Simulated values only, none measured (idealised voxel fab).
The following is a process module called voxel released beams.
FYI the section here is cut, 180 nm wide, cells are 5 nm squares.
Reading order for cross-sections: top band down to bottom band. Underlying form: a grid of square cells. Band size: one or more rows of cells.
Band: top and bottom heights (nm) first, top before bottom; then materials from left to right, widths in nm. "everywhere" marks a sole material filling the band edge to edge. "empty" denotes empty space.
A quick word on heights: they are counted from 0, and under that level the wafer as it came to us is one material throughout. The lowest band is different from the rest in having no bottom; it simply continues downward, written as in "0 nm and below".
Width spec "30..40" -> top row of cells at first value, bottom row at second value, equal per-row change in between.
"same as before", as given for a step, is the statement that not any cell of the cross-section underwent a change during that step.
"Fully closed voids" lists enclosed empty spaces (at least 8 cells, no open path upward to the top), each as width x height at distance from the left edge, in nm.
Heads up: the bit after the settings on a step's line is the simulator's remark on that step.
For masked steps, "overlay nm" on the step line gives how far right of plan the mask actually lay; a minus sign means it lay to the left.
[The steps planned for the process are as follows]
1 RECEIVE,material Si
2 CONFORMAL_DEP,material Al2O3,thk nm 5
3 DIRECTIONAL_DEP,material SiO2,thk nm 20
4 MASKED_ETCH,tone open,mask id ANCHOR,width nm 40,etch materials SiO2,depth nm 20,overlay nm 0
5 CONFORMAL_DEP,material SiN,thk nm 15
6 PATTERN,tone cover,mask id BEAM,material resist,width nm 105,thk nm 15,overlay nm 0
7 DIRECTIONAL_ETCH,etch materials SiN,depth nm 15
8 STRIP,etch materials resist
9 STRIP,etch materials SiO2
[Cross-section of the incoming wafer, state after step 1]
* 0 nm and below: Si everywhere
* Fully closed voids: none
[Post-module cross-section: identical start and plan to those above, one misstep in execution]
* 40 nm to 25 nm: empty 35 nm | SiN 60 nm | empty 85 nm
* 25 nm to 20 nm: empty 25 nm | SiN 15 nm | SiO2 40 nm | SiN 15 nm | empty 85 nm
* 20 nm to 5 nm: empty 25 nm | SiN 15 nm | SiO2 40 nm | SiN 60 nm | empty 40 nm
* 5 nm to 0 nm: Al2O3 everywhere
* 0 nm and below: Si everywhere
* Fully closed voids: none
Deviation from plan: step 4 was run on a setting that differed from the plan, and what really ran there is MASKED_ETCH,tone cover,mask id ANCHOR,width nm 40,etch materials SiO2,depth nm 20,overlay nm 0
